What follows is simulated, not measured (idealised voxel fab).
process module | voxel double patterning
cross-section cut | 295 nm wide | cells 5 nm
A cross-section is a grid of square cells, given in bands from the top down. A band is one or more rows of cells.
Each band's line starts with the height of the band's top and of its bottom, in nm. Then come its materials from left to right, each with its width in nm. One material with "throughout" fills the band from edge to edge. "air" is empty space.
Height 0 is the level under which the wafer as received is all one material. The lowest band goes on downwards, as in "0 down".
A width such as "30 to 40" changes by the same amount from each row of cells to the next, from the band's top row to its bottom row.
"no change" after a step means that no cell of the cross-section changed.
closed voids: empty space of 8 cells or more with no open way to the top, each as width x height at its distance from the left edge, in nm
after a step's settings: what the simulator itself notes on the step
overlay nm, on a step with a mask: how far to the right of its planned place the mask lay; to the left if negative
plan
1 op RECEIVE | material Si
2 op CONFORMAL_DEP | material SiO2 | thk nm 10
3 op DIRECTIONAL_DEP | material W | thk nm 10
4 op DIRECTIONAL_DEP | material SiN | thk nm 5
5 op MASKED_ETCH | tone open | mask id FIRST | width nm 15 | pitch nm 50 | etch materials SiN | depth nm 5 | overlay nm 0
6 op DIRECTIONAL_DEP | material aC | thk nm 10
7 op PATTERN | tone open | mask id SECOND | material resist | width nm 15 | pitch nm 50 | thk nm 25 | overlay nm 0
8 op DIRECTIONAL_ETCH | etch materials aC | depth nm 10
9 op STRIP | etch materials resist
10 op DIRECTIONAL_ETCH | etch materials SiN | depth nm 5
11 op STRIP | etch materials aC
12 op DIRECTIONAL_ETCH | etch materials W | depth nm 10
13 op STRIP | etch materials SiN
as received, after step 1
  0 down: Si throughout
  closed voids: none
first wafer at the end, as planned
  20 to 10: W 90 | air 15 | W 10 | air 15 | W 10 | air 15 | W 10 | air 15 | W 10 | air 15 | W 90
  10 to 0: SiO2 throughout
  0 down: Si throughout
  closed voids: none
second wafer at the end: like start, like plan, one mistake
  20 to 15: W 90 | air 15 | W 10 | air 15 | W 10 | air 15 | W 10 | air 15 | W 10 | air 15 | W 90
  15 to 10: W throughout
  10 to 0: SiO2 throughout
  0 down: Si throughout
  closed voids: none
what went wrong: step 12 ran as: op DIRECTIONAL_ETCH | etch materials W | depth nm 5
at the end the second wafer has, in cells: 15 more of W
